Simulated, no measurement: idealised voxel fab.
process module | voxel tone inversion
Pictured: cross-section cut, 245 nm wide, on a grid of 5 nm square cells.
Throughout this document, each cross-section is represented as a grid of square cells and is presented as a sequence of bands enumerated from the top downward, where a band comprises one or more rows of cells.
A band entry consists of two parts. The first gives the height of the band's top and the height of its bottom, in nm. The rest lists the band's materials from left to right, each with its width in nm. A single material labelled with the word "full width" fills the band from edge to edge, and the word "air" marks empty space.
Note: height 0 marks the level under which the wafer is uniformly one material as received. Lowest band unbounded below, written "0 down".
Read "30->40" as a graded width: first number on top, second number at the bottom, same change between each pair of neighbouring rows.
No cell of the cross-section changed in a step that is given as "nothing got changed".
Closed-off voids of 8+ cells (no open route to the top) go in "Cavities, sealed", written width x height at distance from the left edge, in nm.
On a step's line, text after the settings is the simulator commenting on that step.
For masked steps, "overlay nm" on the step line gives how far right of plan the mask actually lay; a minus sign means it lay to the left.

## So here's the lineup of process steps we planned
1 RECEIVE: material Si
2 CONFORMAL_DEP: material SiN, thk nm 10
3 DIRECTIONAL_DEP: material polySi, thk nm 15
4 PATTERN: tone cover, mask id POSTS, material resist, width nm 20, pitch nm 45, thk nm 20, overlay nm -15
5 DIRECTIONAL_ETCH: etch materials polySi, depth nm 15
6 STRIP: etch materials resist
7 FILL_DEP: material SiO2, thk nm 10
8 CMP: height nm 25
9 STRIP: etch materials polySi
10 CONFORMAL_DEP: material TiN, thk nm 5
11 FILL_DEP: material Cu, thk nm 5
12 CMP: height nm 25
13 CONFORMAL_DEP: material SiCN, thk nm 5
Heads up: all these wafers start the same, and what changes between them is the overlay nm in step 4. The value you see in the plan is just what the first wafer got.

## The first of several wafers in cross-section, exactly as it reached us after step 1
* 0 down = Si full width
* Cavities, sealed: none

## Every row in this table is a wafer at the end of the module, and it gives, for each of the materials, the cells that wafer has gained (+) or lost (-) since it was received, then its closed voids
overlay nm -15 | +12 Cu | +49 SiCN | +98 SiN | +111 SiO2 | +24 TiN | Cavities, sealed: none
overlay nm -10 | +12 Cu | +49 SiCN | +98 SiN | +111 SiO2 | +24 TiN | Cavities, sealed: none
overlay nm -5 | +12 Cu | +49 SiCN | +98 SiN | +111 SiO2 | +24 TiN | Cavities, sealed: none
overlay nm 0 | +12 Cu | +49 SiCN | +98 SiN | +111 SiO2 | +24 TiN | Cavities, sealed: none
overlay nm 5 | +12 Cu | +49 SiCN | +98 SiN | +111 SiO2 | +24 TiN | Cavities, sealed: none
overlay nm 10 | +12 Cu | +49 SiCN | +98 SiN | +111 SiO2 | +24 TiN | Cavities, sealed: none
overlay nm 15 | +12 Cu | +49 SiCN | +98 SiN | +111 SiO2 | +24 TiN | Cavities, sealed: none
